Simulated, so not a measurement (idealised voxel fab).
process module | voxel plated lines
cross-section cut | 290 nm wide | cells 5 nm
A cross-section is a grid of square cells, given in bands from the top down. A band is one or more rows of cells.
Each band's line starts with the height of the band's top and of its bottom, in nm. Then come its materials from left to right, each with its width in nm. One material with "throughout" fills the band from edge to edge. "air" is empty space.
Height 0 is the level under which the wafer as received is all one material. The lowest band goes on downwards, as in "0 down".
A width such as "30 to 40" changes by the same amount from each row of cells to the next, from the band's top row to its bottom row.
"no change" after a step means that no cell of the cross-section changed.
closed voids: empty space of 8 cells or more with no open way to the top, each as width x height at its distance from the left edge, in nm
after a step's settings: what the simulator itself notes on the step
overlay nm, on a step with a mask: how far to the right of its planned place the mask lay; to the left if negative
plan
1 op RECEIVE | material Si
2 op CONFORMAL_DEP | material SiN | thk nm 5
3 op DIRECTIONAL_DEP | material TiN | thk nm 5
4 op PATTERN | tone open | mask id LINES | material resist | width nm 15 | pitch nm 40 | thk nm 30 | overlay nm 0
5 op EPI | material Ru | thk nm 10
6 op EPI | material Ru | thk nm 10
7 op STRIP | etch materials resist
8 op DIRECTIONAL_ETCH | etch materials TiN | depth nm 5
9 op CONFORMAL_DEP | material SiO2 | thk nm 5
first wafer, as planned
as received, after step 1
  0 down: Si throughout
  closed voids: none
after step 2
  5 to 0: SiN throughout
  below 0: unchanged
after step 3
  10 to 5: TiN throughout
  below 5: unchanged
after step 4
  40 to 10: resist 115 | air 15 | resist 25 | air 15 | resist 120
  below 10: unchanged
after step 5
  40 to 20: resist 115 | air 15 | resist 25 | air 15 | resist 120
  20 to 10: resist 115 | Ru 15 | resist 25 | Ru 15 | resist 120
  below 10: unchanged
after step 6
  40 to 30: resist 115 | air 15 | resist 25 | air 15 | resist 120
  30 to 10: resist 115 | Ru 15 | resist 25 | Ru 15 | resist 120
  below 10: unchanged
after step 7
  30 to 10: air 115 | Ru 15 | air 25 | Ru 15 | air 120
  below 10: unchanged
after step 8
  30 to 10: air 115 | Ru 15 | air 25 | Ru 15 | air 120
  10 to 5: air 115 | TiN 15 | air 25 | TiN 15 | air 120
  below 5: unchanged
after step 9
  35 to 30: air 110 | SiO2 25 | air 15 | SiO2 25 | air 115
  30 to 10: air 110 | SiO2 5 | Ru 15 | SiO2 5 | air 15 | SiO2 5 | Ru 15 | SiO2 5 | air 115
  10 to 5: SiO2 115 | TiN 15 | SiO2 25 | TiN 15 | SiO2 120
  below 5: unchanged
second wafer: like start, like plan, one mistake. Through step 1 it matches the first wafer
when step 2 should have ended
  5 to 0: Ru throughout
  below 0: unchanged
when step 3 should have ended
  10 to 5: TiN throughout
  below 5: unchanged
when step 4 should have ended
  40 to 10: resist 115 | air 15 | resist 25 | air 15 | resist 120
  below 10: unchanged
when step 5 should have ended
  40 to 20: resist 115 | air 15 | resist 25 | air 15 | resist 120
  20 to 10: resist 115 | Ru 15 | resist 25 | Ru 15 | resist 120
  below 10: unchanged
when step 6 should have ended
  40 to 30: resist 115 | air 15 | resist 25 | air 15 | resist 120
  30 to 10: resist 115 | Ru 15 | resist 25 | Ru 15 | resist 120
  below 10: unchanged
when step 7 should have ended
  30 to 10: air 115 | Ru 15 | air 25 | Ru 15 | air 120
  below 10: unchanged
when step 8 should have ended
  30 to 10: air 115 | Ru 15 | air 25 | Ru 15 | air 120
  10 to 5: air 115 | TiN 15 | air 25 | TiN 15 | air 120
  below 5: unchanged
when step 9 should have ended
  35 to 30: air 110 | SiO2 25 | air 15 | SiO2 25 | air 115
  30 to 10: air 110 | SiO2 5 | Ru 15 | SiO2 5 | air 15 | SiO2 5 | Ru 15 | SiO2 5 | air 115
  10 to 5: SiO2 115 | TiN 15 | SiO2 25 | TiN 15 | SiO2 120
  below 5: unchanged
what went wrong: step 2 ran as: op CONFORMAL_DEP | material Ru | thk nm 5
at the end the second wafer has, in cells: 58 more of Ru | 58 fewer of SiN
